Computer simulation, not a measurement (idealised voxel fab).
The following process module bears the name voxel capacitor over wiring.
Cross-sectional view cut (width: 265 nm; square cell size: 5 nm).
Format of a cross-section: grid, square cells. Given as bands. Order: top down. Band: one or more rows of cells. Per band: top height and bottom height in nm, followed by the left-to-right materials and their widths in nm; "throughout" marks a single material spanning edge to edge, "air" marks empty space. Zero point of the height axis is 0; under it, received wafer = one material. Lowest band: continues down indefinitely, "top 0, no bottom". Quick explanation for "30->40": the width changes in equal steps down the rows of cells, from the first number in the band's top row to the second number in its bottom row. Basically "stayed the same" means that step didn't change any cell in the cross-section. The label "Enclosed empty spaces" introduces a list of the empty spaces, 8 cells or larger, that have no open way up to the top; each entry in it reads width x height at distance, where the distance is taken from the left edge and all three are stated in nm. Note: text after step settings on the step line = simulator remark on that step. Regarding "overlay nm": on a step with a mask, it is the distance the mask lay to the right of its planned place; a negative value places it to the left.
[Steps planned for the process]
1. RECEIVE with material Si
2. CONFORMAL_DEP with material SiO2, thk nm 15
3. CONFORMAL_DEP with material SiN, thk nm 5
4. DIRECTIONAL_DEP with material lowk, thk nm 25
5. PATTERN with tone open, mask id METAL_1, material resist, width nm 30, pitch nm 85, thk nm 15, overlay nm 0
6. DIRECTIONAL_ETCH with etch materials lowk, depth nm 25
7. DIRECTIONAL_ETCH with etch materials SiN, depth nm 5
8. STRIP with etch materials resist
9. CONFORMAL_DEP with material TiN, thk nm 5
10. FILL_DEP with material W, thk nm 10
11. CMP with height nm 45
12. EPI with material Ru, thk nm 5
13. FILL_DEP with material SiCN, thk nm 5
14. DIRECTIONAL_DEP with material lowk, thk nm 20
15. MASKED_ETCH with tone open, mask id PLUG_1, width nm 15, etch materials lowk, depth nm 20, overlay nm 0
16. MASKED_ETCH with tone open, mask id PLUG_1, width nm 15, etch materials SiCN, depth nm 5, overlay nm 0
17. CONFORMAL_DEP with material TiN, thk nm 5
18. FILL_DEP with material Cu, thk nm 5
19. CMP with height nm 75
20. DIRECTIONAL_DEP with material TiN, thk nm 10
21. DIRECTIONAL_DEP with material HfO2, thk nm 5
22. DIRECTIONAL_DEP with material TiN, thk nm 5
23. DIRECTIONAL_DEP with material aC, thk nm 15
24. PATTERN with tone cover, mask id UPPER_PLATE, material resist, width nm 60, thk nm 35, overlay nm 0
25. DIRECTIONAL_ETCH with etch materials aC, depth nm 15
26. STRIP with etch materials resist
27. DIRECTIONAL_ETCH with etch materials TiN, depth nm 5
28. DIRECTIONAL_ETCH with etch materials HfO2, depth nm 5
29. STRIP with etch materials aC
30. MASKED_ETCH with tone cover, mask id LOWER_PLATE, width nm 70, etch materials TiN, depth nm 10, overlay nm 0
31. FILL_DEP with material SiO2, thk nm 15
32. CMP with height nm 105
33. PATTERN with tone open, mask id PLUG_2, material resist, width nm 15, thk nm 15, overlay nm 0
34. DIRECTIONAL_ETCH with etch materials SiO2, depth nm 10
35. STRIP with etch materials resist
36. CONFORMAL_DEP with material TiN, thk nm 5
37. FILL_DEP with material Ru, thk nm 5
38. CMP with height nm 105
39. CONFORMAL_DEP with material SiCN, thk nm 5
[Below: the first of two wafers, run as planned]
[Shown in cross-section is the wafer as received, that is, as it stands after step 1]
    top 0, no bottom = Si throughout
    Enclosed empty spaces: none
[Take a look at the wafer's cross-section after step 2]
    top 15, bottom 0 = SiO2 throughout
    All layers under 0 are left as they were.
[Take a look at the wafer's cross-section after step 3]
    top 20, bottom 15 = SiN throughout
    All layers under 15 are left as they were.
[Take a look at the wafer's cross-section after step 4]
    top 45, bottom 20 = lowk throughout
    All layers under 20 are left as they were.
[Take a look at the wafer's cross-section after step 5]
    top 60, bottom 45 = 75 resist, 30 air, 55 resist, 30 air, 75 resist
    All layers under 45 are left as they were.
[Take a look at the wafer's cross-section after step 6]
    top 60, bottom 45 = 75 resist, 30 air, 55 resist, 30 air, 75 resist
    top 45, bottom 20 = 75 lowk, 30 air, 55 lowk, 30 air, 75 lowk
    All layers under 20 are left as they were.
[Take a look at the wafer's cross-section after step 7]
    top 60, bottom 45 = 75 resist, 30 air, 55 resist, 30 air, 75 resist
    top 45, bottom 20 = 75 lowk, 30 air, 55 lowk, 30 air, 75 lowk
    top 20, bottom 15 = 75 SiN, 30 air, 55 SiN, 30 air, 75 SiN
    All layers under 15 are left as they were.
[Take a look at the wafer's cross-section after step 8]
    top 45, bottom 20 = 75 lowk, 30 air, 55 lowk, 30 air, 75 lowk
    All layers under 20 are left as they were.
[Take a look at the wafer's cross-section after step 9]
    top 50, bottom 45 = 80 TiN, 20 air, 65 TiN, 20 air, 80 TiN
    top 45, bottom 20 = 75 lowk, 5 TiN, 20 air, 5 TiN, 55 lowk, 5 TiN, 20 air, 5 TiN, 75 lowk
    top 20, bottom 15 = 75 SiN, 30 TiN, 55 SiN, 30 TiN, 75 SiN
    All layers under 15 are left as they were.
[Take a look at the wafer's cross-section after step 10]
    top 60, bottom 50 = W throughout
    top 50, bottom 45 = 80 TiN, 20 W, 65 TiN, 20 W, 80 TiN
    top 45, bottom 20 = 75 lowk, 5 TiN, 20 W, 5 TiN, 55 lowk, 5 TiN, 20 W, 5 TiN, 75 lowk
    All layers under 20 are left as they were.
[Take a look at the wafer's cross-section after step 11]
    top 45, bottom 20 = 75 lowk, 5 TiN, 20 W, 5 TiN, 55 lowk, 5 TiN, 20 W, 5 TiN, 75 lowk
    All layers under 20 are left as they were.
[Take a look at the wafer's cross-section after step 12]
    top 50, bottom 45 = 70 air, 40 Ru, 45 air, 40 Ru, 70 air
    All layers under 45 are left as they were.
[Take a look at the wafer's cross-section after step 13]
    top 55, bottom 50 = SiCN throughout
    top 50, bottom 45 = 70 SiCN, 40 Ru, 45 SiCN, 40 Ru, 70 SiCN
    All layers under 45 are left as they were.
[Take a look at the wafer's cross-section after step 14]
    top 75, bottom 55 = lowk throughout
    All layers under 55 are left as they were.
[Take a look at the wafer's cross-section after step 15]
    top 75, bottom 55 = 90 lowk, 15 air, 160 lowk
    All layers under 55 are left as they were.
[Take a look at the wafer's cross-section after step 16]
    top 75, bottom 55 = 90 lowk, 15 air, 160 lowk
    top 55, bottom 50 = 90 SiCN, 15 air, 160 SiCN
    All layers under 50 are left as they were.
[Take a look at the wafer's cross-section after step 17]
    top 80, bottom 75 = 95 TiN, 5 air, 165 TiN
    top 75, bottom 55 = 90 lowk, 5 TiN, 5 air, 5 TiN, 160 lowk
    top 55, bottom 50 = 90 SiCN, 15 TiN, 160 SiCN
    All layers under 50 are left as they were.
[Take a look at the wafer's cross-section after step 18]
    top 85, bottom 80 = Cu throughout
    top 80, bottom 75 = 95 TiN, 5 Cu, 165 TiN
    top 75, bottom 55 = 90 lowk, 5 TiN, 5 Cu, 5 TiN, 160 lowk
    All layers under 55 are left as they were.
[Take a look at the wafer's cross-section after step 19]
    top 75, bottom 55 = 90 lowk, 5 TiN, 5 Cu, 5 TiN, 160 lowk
    All layers under 55 are left as they were.
[Take a look at the wafer's cross-section after step 20]
    top 85, bottom 75 = TiN throughout
    All layers under 75 are left as they were.
[Take a look at the wafer's cross-section after step 21]
    top 90, bottom 85 = HfO2 throughout
    All layers under 85 are left as they were.
[Take a look at the wafer's cross-section after step 22]
    top 95, bottom 90 = TiN throughout
    All layers under 90 are left as they were.
[Take a look at the wafer's cross-section after step 23]
    top 110, bottom 95 = aC throughout
    All layers under 95 are left as they were.
[Take a look at the wafer's cross-section after step 24]
    top 145, bottom 110 = 90 air, 60 resist, 115 air
    All layers under 110 are left as they were.
[Take a look at the wafer's cross-section after step 25]
    top 130, bottom 110 = 90 air, 60 resist, 115 air
    top 110, bottom 95 = 90 air, 60 aC, 115 air
    All layers under 95 are left as they were.
[Take a look at the wafer's cross-section after step 26]
    top 110, bottom 95 = 90 air, 60 aC, 115 air
    All layers under 95 are left as they were.
[Take a look at the wafer's cross-section after step 27]
    top 110, bottom 95 = 90 air, 60 aC, 115 air
    top 95, bottom 90 = 90 air, 60 TiN, 115 air
    All layers under 90 are left as they were.
[Take a look at the wafer's cross-section after step 28]
    top 110, bottom 95 = 90 air, 60 aC, 115 air
    top 95, bottom 90 = 90 air, 60 TiN, 115 air
    top 90, bottom 85 = 90 air, 60 HfO2, 115 air
    All layers under 85 are left as they were.
[Take a look at the wafer's cross-section after step 29]
    top 95, bottom 90 = 90 air, 60 TiN, 115 air
    All layers under 90 are left as they were.
[Take a look at the wafer's cross-section after step 30]
    top 95, bottom 90 = 90 air, 60 TiN, 115 air
    top 90, bottom 85 = 90 air, 60 HfO2, 115 air
    top 85, bottom 75 = 85 air, 70 TiN, 110 air
    All layers under 75 are left as they were.
[Take a look at the wafer's cross-section after step 31]
    top 110, bottom 95 = SiO2 throughout
    top 95, bottom 90 = 90 SiO2, 60 TiN, 115 SiO2
    top 90, bottom 85 = 90 SiO2, 60 HfO2, 115 SiO2
    top 85, bottom 75 = 85 SiO2, 70 TiN, 110 SiO2
    All layers under 75 are left as they were.
[Take a look at the wafer's cross-section after step 32]
    top 105, bottom 95 = SiO2 throughout
    All layers under 95 are left as they were.
[Take a look at the wafer's cross-section after step 33]
    top 120, bottom 105 = 100 resist, 15 air, 150 resist
    All layers under 105 are left as they were.
[Take a look at the wafer's cross-section after step 34]
    top 120, bottom 105 = 100 resist, 15 air, 150 resist
    top 105, bottom 95 = 100 SiO2, 15 air, 150 SiO2
    All layers under 95 are left as they were.
[Take a look at the wafer's cross-section after step 35]
    top 105, bottom 95 = 100 SiO2, 15 air, 150 SiO2
    All layers under 95 are left as they were.
[Take a look at the wafer's cross-section after step 36]
    top 110, bottom 105 = 105 TiN, 5 air, 155 TiN
    top 105, bottom 100 = 100 SiO2, 5 TiN, 5 air, 5 TiN, 150 SiO2
    top 100, bottom 90 = 100->90 SiO2, 15->60 TiN, 150->115 SiO2
    All layers under 90 are left as they were.
[Take a look at the wafer's cross-section after step 37]
    top 115, bottom 110 = Ru throughout
    top 110, bottom 105 = 105 TiN, 5 Ru, 155 TiN
    top 105, bottom 100 = 100 SiO2, 5 TiN, 5 Ru, 5 TiN, 150 SiO2
    All layers under 100 are left as they were.
[Take a look at the wafer's cross-section after step 38]
    top 105, bottom 100 = 100 SiO2, 5 TiN, 5 Ru, 5 TiN, 150 SiO2
    All layers under 100 are left as they were.
[Take a look at the wafer's cross-section after step 39]
    top 110, bottom 105 = SiCN throughout
    All layers under 105 are left as they were.
[Second Wafer (Identical Start and Plan, One Processing Error; Matches First Wafer Through Step 29)]
[At the planned end of step 30, the second wafer in cross-section]
    top 90, bottom 85 = 90 air, 60 HfO2, 115 air
    top 85, bottom 75 = 85 TiN, 5 air, 60 TiN, 5 air, 110 TiN
    All layers under 75 are left as they were.
[At the planned end of step 31, the second wafer in cross-section]
    top 105, bottom 90 = SiO2 throughout
    top 90, bottom 85 = 90 SiO2, 60 HfO2, 115 SiO2
    top 85, bottom 75 = 85 TiN, 5 SiO2, 60 TiN, 5 SiO2, 110 TiN
    All layers under 75 are left as they were.
At the planned end of step 32, the second wafer in cross-section: stayed the same
[At the planned end of step 33, the second wafer in cross-section]
    top 120, bottom 105 = 100 resist, 15 air, 150 resist
    All layers under 105 are left as they were.
[At the planned end of step 34, the second wafer in cross-section]
    top 120, bottom 105 = 100 resist, 15 air, 150 resist
    top 105, bottom 95 = 100 SiO2, 15 air, 150 SiO2
    All layers under 95 are left as they were.
[At the planned end of step 35, the second wafer in cross-section]
    top 105, bottom 95 = 100 SiO2, 15 air, 150 SiO2
    All layers under 95 are left as they were.
[At the planned end of step 36, the second wafer in cross-section]
    top 110, bottom 105 = 105 TiN, 5 air, 155 TiN
    top 105, bottom 100 = 100 SiO2, 5 TiN, 5 air, 5 TiN, 150 SiO2
    top 100, bottom 95 = 100 SiO2, 15 TiN, 150 SiO2
    All layers under 95 are left as they were.
[At the planned end of step 37, the second wafer in cross-section]
    top 115, bottom 110 = Ru throughout
    top 110, bottom 105 = 105 TiN, 5 Ru, 155 TiN
    top 105, bottom 100 = 100 SiO2, 5 TiN, 5 Ru, 5 TiN, 150 SiO2
    All layers under 100 are left as they were.
[At the planned end of step 38, the second wafer in cross-section]
    top 105, bottom 100 = 100 SiO2, 5 TiN, 5 Ru, 5 TiN, 150 SiO2
    All layers under 100 are left as they were.
[At the planned end of step 39, the second wafer in cross-section]
    top 110, bottom 105 = SiCN throughout
    All layers under 105 are left as they were.
Nonconformance to the process plan: off-plan run, step 30, actual operation and settings MASKED_ETCH with tone open, mask id LOWER_PLATE, width nm 70, etch materials TiN, depth nm 10, overlay nm 0
Bottom line after processing is that, in cells, the second wafer is up or down on some materials versus the first: SiO2: 62 fewer | TiN: 62 more
